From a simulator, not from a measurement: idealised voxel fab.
process module | voxel gate over fins
cross-section cut | 300 nm wide | cells 5 nm
A cross-section is a grid of square cells, given in bands from the top down. A band is one or more rows of cells.
Each band's line starts with the height of the band's top and of its bottom, in nm. Then come its materials from left to right, each with its width in nm. One material with "throughout" fills the band from edge to edge. "air" is empty space.
Height 0 is the level under which the wafer as received is all one material. The lowest band goes on downwards, as in "0 down".
A width such as "30 to 40" changes by the same amount from each row of cells to the next, from the band's top row to its bottom row.
"no change" after a step means that no cell of the cross-section changed.
closed voids: empty space of 8 cells or more with no open way to the top, each as width x height at its distance from the left edge, in nm
after a step's settings: what the simulator itself notes on the step
overlay nm, on a step with a mask: how far to the right of its planned place the mask lay; to the left if negative
plan
1 op RECEIVE | material Si
2 op CONFORMAL_DEP | material SiN | thk nm 10
3 op PATTERN | tone cover | mask id FINS | material resist | width nm 15 | pitch nm 40 | thk nm 15 | overlay nm 0
4 op DIRECTIONAL_ETCH | etch materials SiN | depth nm 10
5 op DIRECTIONAL_ETCH | etch materials Si | depth nm 35
6 op STRIP | etch materials resist
7 op FILL_DEP | material SiO2 | thk nm 15
8 op CMP | height nm 10
9 op SELECTIVE_ETCH | etch materials SiO2 | depth nm 25
10 op STRIP | etch materials SiN
11 op CONFORMAL_DEP | material HfO2 | thk nm 5
12 op CONFORMAL_DEP | material TiN | thk nm 5
13 op FILL_DEP | material W | thk nm 15
14 op CMP | height nm 20
15 op CONFORMAL_DEP | material SiN | thk nm 5
first wafer, as planned
as received, after step 1
  0 down: Si throughout
  closed voids: none
after step 2
  10 to 0: SiN throughout
  below 0: unchanged
after step 3
  25 to 10: air 120 | resist 15 | air 25 | resist 15 | air 125
  below 10: unchanged
after step 4
  25 to 10: air 120 | resist 15 | air 25 | resist 15 | air 125
  10 to 0: air 120 | SiN 15 | air 25 | SiN 15 | air 125
  below 0: unchanged
after step 5
  25 to 10: air 120 | resist 15 | air 25 | resist 15 | air 125
  10 to 0: air 120 | SiN 15 | air 25 | SiN 15 | air 125
  0 to -35: air 120 | Si 15 | air 25 | Si 15 | air 125
  below -35: unchanged
after step 6
  10 to 0: air 120 | SiN 15 | air 25 | SiN 15 | air 125
  below 0: unchanged
after step 7
  25 to 10: SiO2 throughout
  10 to 0: SiO2 120 | SiN 15 | SiO2 25 | SiN 15 | SiO2 125
  0 to -35: SiO2 120 | Si 15 | SiO2 25 | Si 15 | SiO2 125
  below -35: unchanged
after step 8
  10 to 0: SiO2 120 | SiN 15 | SiO2 25 | SiN 15 | SiO2 125
  below 0: unchanged
after step 9
  10 to 0: air 120 | SiN 15 | air 25 | SiN 15 | air 125
  0 to -15: air 120 | Si 15 | air 25 | Si 15 | air 125
  below -15: unchanged
after step 10
  0 to -15: air 120 | Si 15 | air 25 | Si 15 | air 125
  below -15: unchanged
after step 11
  5 to 0: air 115 | HfO2 25 | air 15 | HfO2 25 | air 120
  0 to -10: air 115 | HfO2 5 | Si 15 | HfO2 5 | air 15 | HfO2 5 | Si 15 | HfO2 5 | air 120
  -10 to -15: HfO2 120 | Si 15 | HfO2 25 | Si 15 | HfO2 125
  below -15: unchanged
after step 12
  10 to 5: air 110 | TiN 35 | air 5 | TiN 35 | air 115
  5 to 0: air 110 | TiN 5 | HfO2 25 | TiN 5 | air 5 | TiN 5 | HfO2 25 | TiN 5 | air 115
  0 to -5: air 110 | TiN 5 | HfO2 5 | Si 15 | HfO2 5 | TiN 5 | air 5 | TiN 5 | HfO2 5 | Si 15 | HfO2 5 | TiN 5 | air 115
  -5 to -10: TiN 115 | HfO2 5 | Si 15 | HfO2 5 | TiN 15 | HfO2 5 | Si 15 | HfO2 5 | TiN 120
  below -10: unchanged
after step 13
  25 to 10: W throughout
  10 to 5: W 110 | TiN 35 | W 5 | TiN 35 | W 115
  5 to 0: W 110 | TiN 5 | HfO2 25 | TiN 5 | W 5 | TiN 5 | HfO2 25 | TiN 5 | W 115
  0 to -5: W 110 | TiN 5 | HfO2 5 | Si 15 | HfO2 5 | TiN 5 | W 5 | TiN 5 | HfO2 5 | Si 15 | HfO2 5 | TiN 5 | W 115
  below -5: unchanged
after step 14
  20 to 10: W throughout
  below 10: unchanged
after step 15
  25 to 20: SiN throughout
  below 20: unchanged
second wafer: like start, like plan, one mistake. Through step 7 it matches the first wafer
when step 8 should have ended: no change
when step 9 should have ended
  10 to 0: air 120 | SiN 15 | air 25 | SiN 15 | air 125
  below 0: unchanged
when step 10 should have ended
  0 to -35: SiO2 120 | Si 15 | SiO2 25 | Si 15 | SiO2 125
  below -35: unchanged
when step 11 should have ended
  5 to 0: HfO2 throughout
  below 0: unchanged
when step 12 should have ended
  10 to 5: TiN throughout
  below 5: unchanged
when step 13 should have ended
  25 to 10: W throughout
  below 10: unchanged
when step 14 should have ended
  20 to 10: W throughout
  below 10: unchanged
when step 15 should have ended
  25 to 20: SiN throughout
  below 20: unchanged
what went wrong: step 8 was left out
at the end the second wafer has, in cells: 12 fewer of HfO2 | 162 more of SiO2 | 12 fewer of TiN | 138 fewer of W
